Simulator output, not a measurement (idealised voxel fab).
Module name: voxel air gaps (process module)
Cross-sectional view cut (width: 220 nm; square cell size: 5 nm).
How to read a cross-section here: the picture is a grid of square cells, written as bands going from the top down, and any band can span one or more rows of cells.
Look at the band entry: it leads with the top's height and the bottom's height in nm. Then it lists the materials left to right, with a width in nm for each. The word "throughout" on a single material says that material fills the band edge to edge. The word "blank" is empty space.
Height datum 0, below which the as-received substrate wafer is one material. Lowest band open at the bottom, running downward: "0 -> down".
Width spec "30..40" -> top row of cells at first value, bottom row at second value, equal per-row change in between.
Where a step carries "no change occurred", the cross-section came out of it unchanged, cell for cell.
So "Unvented cavities" is basically the list of trapped voids: any empty space of 8 cells or more that can't reach the top through an opening. They're written width x height at distance, the distance being from the left edge, and it's all nm.
Step line, after settings: the simulator's comment on this step.
overlay nm: for a step with a mask, the amount by which the mask lay right of where it was planned; a negative amount means left of it.

[Steps planned for the process]
| 1 | RECEIVE | material Si |
| 2 | CONFORMAL_DEP | material SiO2 | thk nm 15 |
| 3 | CONFORMAL_DEP | material SiCN | thk nm 5 |
| 4 | DIRECTIONAL_DEP | material SiO2 | thk nm 30 |
| 5 | DIRECTIONAL_DEP | material aC | thk nm 10 |
| 6 | PATTERN | tone open | mask id LINES | material resist | width nm 20 | pitch nm 45 | thk nm 30 | overlay nm 0 |
| 7 | DIRECTIONAL_ETCH | etch materials aC | depth nm 10 |
| 8 | STRIP | etch materials resist |
| 9 | DIRECTIONAL_ETCH | etch materials SiO2 | depth nm 30 |
| 10 | STRIP | etch materials aC |
| 11 | CONFORMAL_DEP | material TiN | thk nm 5 |
| 12 | FILL_DEP | material W | thk nm 10 |
| 13 | CMP | height nm 50 |
| 14 | EPI | material Ru | thk nm 10 |
| 15 | SELECTIVE_ETCH | etch materials SiO2 | depth nm 40 |
| 16 | CONFORMAL_DEP | material SiCN | thk nm 5 |

[Shown in cross-section is the wafer as received, that is, as it stands after step 1]
0 -> down | Si throughout
Unvented cavities: none

[Module complete - cross-section of the first of two wafers, run according to plan]
65 -> 60 | blank: 15 | SiCN: 185 | blank: 20
60 -> 50 | blank: 15 | SiCN: 5 | Ru: 40 | SiCN: 5 | Ru: 40 | SiCN: 5 | Ru: 40 | SiCN: 5 | Ru: 40 | SiCN: 5 | blank: 20
50 -> 45 | blank: 15 | SiCN: 15 | TiN: 5 | W: 10 | TiN: 5 | SiCN: 25 | TiN: 5 | W: 10 | TiN: 5 | SiCN: 25 | TiN: 5 | W: 10 | TiN: 5 | SiCN: 25 | TiN: 5 | W: 10 | TiN: 5 | SiCN: 15 | blank: 20
45 -> 25 | blank: 25 | SiCN: 5 | TiN: 5 | W: 10 | TiN: 5 | SiCN: 5 | blank: 15 | SiCN: 5 | TiN: 5 | W: 10 | TiN: 5 | SiCN: 5 | blank: 15 | SiCN: 5 | TiN: 5 | W: 10 | TiN: 5 | SiCN: 5 | blank: 15 | SiCN: 5 | TiN: 5 | W: 10 | TiN: 5 | SiCN: 5 | blank: 30
25 -> 20 | SiCN: 30 | TiN: 20 | SiCN: 25 | TiN: 20 | SiCN: 25 | TiN: 20 | SiCN: 25 | TiN: 20 | SiCN: 35
20 -> 15 | SiCN throughout
15 -> 0 | SiO2 throughout
0 -> down | Si throughout
Unvented cavities: 15 x 20 at 55; 15 x 20 at 100; 15 x 20 at 145

[This cross-section belongs to the second wafer of two at the end of the module; the start and the plan were shared with the first, and the run included one mistake]
65 -> 60 | blank: 15 | SiCN: 185 | blank: 20
60 -> 50 | blank: 15 | SiCN: 5 | Ru: 40 | SiCN: 5 | Ru: 40 | SiCN: 5 | Ru: 40 | SiCN: 5 | Ru: 40 | SiCN: 5 | blank: 20
50 -> 45 | blank: 15 | SiCN: 15 | TiN: 5 | SiCN: 10 | TiN: 5 | SiCN: 25 | TiN: 5 | SiCN: 10 | TiN: 5 | SiCN: 25 | TiN: 5 | SiCN: 10 | TiN: 5 | SiCN: 25 | TiN: 5 | SiCN: 10 | TiN: 5 | SiCN: 15 | blank: 20
45 -> 25 | blank: 25 | SiCN: 5 | TiN: 5 | SiCN: 10 | TiN: 5 | SiCN: 5 | blank: 15 | SiCN: 5 | TiN: 5 | SiCN: 10 | TiN: 5 | SiCN: 5 | blank: 15 | SiCN: 5 | TiN: 5 | SiCN: 10 | TiN: 5 | SiCN: 5 | blank: 15 | SiCN: 5 | TiN: 5 | SiCN: 10 | TiN: 5 | SiCN: 5 | blank: 30
25 -> 20 | SiCN: 30 | TiN: 20 | SiCN: 25 | TiN: 20 | SiCN: 25 | TiN: 20 | SiCN: 25 | TiN: 20 | SiCN: 35
20 -> 15 | SiCN throughout
15 -> 0 | SiO2 throughout
0 -> down | Si throughout
Unvented cavities: 15 x 20 at 55; 15 x 20 at 100; 15 x 20 at 145
Diagnosis: for step 12, the planned setting was not used; the step was instead run as FILL_DEP | material SiCN | thk nm 10
Final difference in cells, second wafer against first, listed per material as more or fewer: +40 SiCN; -40 W
